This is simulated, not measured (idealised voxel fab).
The process module that follows is named voxel gate over fins.
Each square cell in cross-section cut measures 5 nm, and the section as a whole is 195 nm wide.
The cross-sections in this document take the form of a grid made of square cells. They are written out as bands, in order from top to bottom. Each band consists of one or more rows of cells.
A band entry consists of two parts. The first gives the height of the band's top and the height of its bottom, in nm. The rest lists the band's materials from left to right, each with its width in nm. A single material labelled with the word "all across" fills the band from edge to edge, and the word "empty" marks empty space.
All heights in this document are referenced to 0, defined as the level beneath which the wafer, as received, consists entirely of one material. The lowest band is not bounded below; it extends indefinitely downward and is written in the form "0 and below".
Quick explanation for "30 to 40": the width changes in equal steps down the rows of cells, from the first number in the band's top row to the second number in its bottom row.
It should be understood that the words "nothing altered", when stated for a given step, signify that the cross-section underwent no change in any of its cells during that step.
In "Enclosed void entries" the enclosed voids are listed, meaning empty spaces of 8 cells or larger without any opening to the top. The form is width x height at distance, distance from the left edge, units nm.
The remark found on a step's line after its settings is issued by the simulator itself and pertains to that step.
The "overlay nm" setting may appear on a step's line; for a step that uses a mask, it gives how far to the right of its planned position the mask lay, and a negative value indicates the left.
**This section lists the process steps that were planned**
| 1 | RECEIVE (material Si) |
| 2 | CONFORMAL_DEP (material SiN; thk nm 5) |
| 3 | PATTERN (tone cover; mask id FINS; material resist; width nm 15; pitch nm 40; thk nm 20; overlay nm 0) |
| 4 | DIRECTIONAL_ETCH (etch materials SiN; depth nm 5) |
| 5 | DIRECTIONAL_ETCH (etch materials Si; depth nm 35) |
| 6 | STRIP (etch materials resist) |
| 7 | OXIDIZE (depth nm 5) |
| 8 | FILL_DEP (material SiO2; thk nm 15) |
| 9 | CMP (height nm 5) |
| 10 | SELECTIVE_ETCH (etch materials SiO2; depth nm 20) |
| 11 | STRIP (etch materials SiN) |
| 12 | CONFORMAL_DEP (material HfO2; thk nm 5) |
| 13 | CONFORMAL_DEP (material TiN; thk nm 5) |
| 14 | FILL_DEP (material W; thk nm 15) |
| 15 | CMP (height nm 20) |
| 16 | CONFORMAL_DEP (material SiCN; thk nm 10) |
**Cross-section of the wafer upon arrival, representing the state reached after step 1**
  0 and below = Si all across
  Enclosed void entries: none
**The first of two wafers, cross-sectioned at the end of the module, with the run proceeding as planned**
  30 down to 20 = SiCN all across
  20 down to 10 = W all across
  10 down to 5 = 65 nm W; 25 nm TiN; 15 nm W; 25 nm TiN; 65 nm W
  5 down to 0 = 65 nm W; 5 nm TiN; 15 nm HfO2; 5 nm TiN; 15 nm W; 5 nm TiN; 15 nm HfO2; 5 nm TiN; 65 nm W
  0 down to -5 = 65 nm W; 5 nm TiN; 5 nm HfO2; 5 nm Si; 5 nm HfO2; 5 nm TiN; 15 nm W; 5 nm TiN; 5 nm HfO2; 5 nm Si; 5 nm HfO2; 5 nm TiN; 65 nm W
  -5 down to -10 = 70 nm TiN; 5 nm HfO2; 5 nm Si; 5 nm HfO2; 25 nm TiN; 5 nm HfO2; 5 nm Si; 5 nm HfO2; 70 nm TiN
  -10 down to -15 = 75 nm HfO2; 5 nm Si; 35 nm HfO2; 5 nm Si; 75 nm HfO2
  -15 down to -40 = 75 nm SiO2; 5 nm Si; 35 nm SiO2; 5 nm Si; 75 nm SiO2
  -40 and below = Si all across
  Enclosed void entries: none
**Now the second wafer, cross-sectioned at the end of the module. Nothing different at the start, nothing different in the plan compared with the first, just one mistake when it was actually run**
  30 down to 20 = SiCN all across
  20 down to 10 = W all across
  10 down to 5 = TiN all across
  5 down to 0 = HfO2 all across
  0 down to -40 = 75 nm SiO2; 5 nm Si; 35 nm SiO2; 5 nm Si; 75 nm SiO2
  -40 and below = Si all across
  Enclosed void entries: none
Diagnosis: yeah, step 9 of the plan got skipped, never ran
Upon completion, the second wafer contains, in terms of cells, a greater or smaller amount of certain materials than the first wafer: 12 fewer of HfO2; 111 more of SiO2; 12 fewer of TiN; 87 fewer of W
